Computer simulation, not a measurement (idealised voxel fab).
The name of this process module is voxel self aligned contacts.
In the cross-section labelled cut, the width is 250 nm and each square cell is 5 nm.
We lay out every cross-section as a grid of square cells and spell it out in bands from the top down, where one band means one or more rows of cells. In this notation a band is specified by the heights of its top and bottom, in that order and in nm, after which its materials appear from left to right, each paired with its width in nm. The word "all across" attached to a single material means that material fills the band from edge to edge; the word "empty" stands for empty space. Heights from 0 (as-received wafer is one material below). Bottom band endless downward, as "0..down". Per-row width for "30 to 40": begins at first number (top row of band), ends at second number (bottom row), increment between rows held constant. The cross-section has no changed cell in any step marked "remained unchanged". Entry "Trapped cavities". Content: empty spaces with no open connection to the top, size 8 cells or greater. Each: width x height at distance. Distance: from left edge. Unit: nm. Past the settings on a step's line: simulator remark, on that step. What "overlay nm" on a step's line means: if the step has a mask, that mask lay this far to the right of its planned place, or, when the value is negative, to the left.
plan
| 1 | RECEIVE [material Si] |
| 2 | CONFORMAL_DEP [material SiO2] [thk nm 5] |
| 3 | DIRECTIONAL_DEP [material polySi] [thk nm 20] |
| 4 | DIRECTIONAL_DEP [material SiN] [thk nm 20] |
| 5 | PATTERN [tone cover] [mask id GATE] [material resist] [width nm 25] [pitch nm 70] [thk nm 20] [overlay nm -15] |
| 6 | DIRECTIONAL_ETCH [etch materials SiN] [depth nm 20] |
| 7 | DIRECTIONAL_ETCH [etch materials polySi] [depth nm 20] |
| 8 | STRIP [etch materials resist] |
| 9 | CONFORMAL_DEP [material SiN] [thk nm 10] |
| 10 | DIRECTIONAL_ETCH [etch materials SiN] [depth nm 10] |
| 11 | FILL_DEP [material SiO2] [thk nm 15] |
| 12 | CMP [height nm 55] |
| 13 | PATTERN [tone open] [mask id CONTACT] [material resist] [width nm 55] [pitch nm 70] [thk nm 15] [overlay nm 0] |
| 14 | DIRECTIONAL_ETCH [etch materials SiO2] [depth nm 55] |
| 15 | STRIP [etch materials resist] |
| 16 | CONFORMAL_DEP [material TiN] [thk nm 5] |
| 17 | FILL_DEP [material W] [thk nm 5] |
| 18 | CMP [height nm 55] |
| 19 | CONFORMAL_DEP [material SiN] [thk nm 5] |
Among the wafers covered here, the point of difference is the overlay nm at step 5; their starting state is shared, and the plan presents the value of the first wafer.
first wafer as received, after step 1
* 0..down | Si all across
* Trapped cavities: none
Post step 19, the closing step of the module: first of several wafers, cross-sectioned
* 60..55 | SiN all across
* 55..45 | SiO2 60 nm / TiN 5 nm / W 45 to 15 nm / TiN 5 to 35 nm / SiO2 15 nm / TiN 5 nm / W 45 to 15 nm / TiN 5 to 35 nm / SiO2 65 nm
* 45..25 | SiO2 15 nm / SiN 45 nm / TiN 5 nm / W 15 nm / TiN 5 nm / SiN 45 nm / TiN 5 nm / W 15 nm / TiN 5 nm / SiN 45 nm / SiO2 50 nm
* 25..5 | SiO2 15 nm / SiN 10 nm / polySi 25 nm / SiN 10 nm / TiN 5 nm / W 15 nm / TiN 5 nm / SiN 10 nm / polySi 25 nm / SiN 10 nm / TiN 5 nm / W 15 nm / TiN 5 nm / SiN 10 nm / polySi 25 nm / SiN 10 nm / SiO2 50 nm
* 5..0 | SiO2 60 nm / TiN 25 nm / SiO2 45 nm / TiN 25 nm / SiO2 95 nm
* 0..down | Si all across
* Trapped cavities: none
Module end, final wafer: cross-section
* 60..55 | SiN all across
* 55..45 | SiO2 60 nm / TiN 5 to 35 nm / W 45 to 15 nm / TiN 5 nm / SiO2 15 nm / TiN 5 to 35 nm / W 45 to 15 nm / TiN 5 nm / SiO2 65 nm
* 45..25 | SiO2 45 nm / SiN 45 nm / TiN 5 nm / W 15 nm / TiN 5 nm / SiN 45 nm / TiN 5 nm / W 15 nm / TiN 5 nm / SiN 45 nm / SiO2 20 nm
* 25..5 | SiO2 45 nm / SiN 10 nm / polySi 25 nm / SiN 10 nm / TiN 5 nm / W 15 nm / TiN 5 nm / SiN 10 nm / polySi 25 nm / SiN 10 nm / TiN 5 nm / W 15 nm / TiN 5 nm / SiN 10 nm / polySi 25 nm / SiN 10 nm / SiO2 20 nm
* 5..0 | SiO2 90 nm / TiN 25 nm / SiO2 45 nm / TiN 25 nm / SiO2 65 nm
* 0..down | Si all across
* Trapped cavities: none
Wafer rows, end of module: cells per material gained (+) or lost (-) since receipt; closed voids last
overlay nm -15 | +206 SiN | +200 SiO2 | +62 TiN | +72 W | +60 polySi | Trapped cavities: none
overlay nm -10 | +206 SiN | +200 SiO2 | +62 TiN | +72 W | +60 polySi | Trapped cavities: none
overlay nm -5 | +206 SiN | +200 SiO2 | +62 TiN | +72 W | +60 polySi | Trapped cavities: none
overlay nm 0 | +206 SiN | +200 SiO2 | +62 TiN | +72 W | +60 polySi | Trapped cavities: none
overlay nm 5 | +206 SiN | +200 SiO2 | +62 TiN | +72 W | +60 polySi | Trapped cavities: none
overlay nm 10 | +206 SiN | +200 SiO2 | +62 TiN | +72 W | +60 polySi | Trapped cavities: none
overlay nm 15 | +206 SiN | +200 SiO2 | +62 TiN | +72 W | +60 polySi | Trapped cavities: none
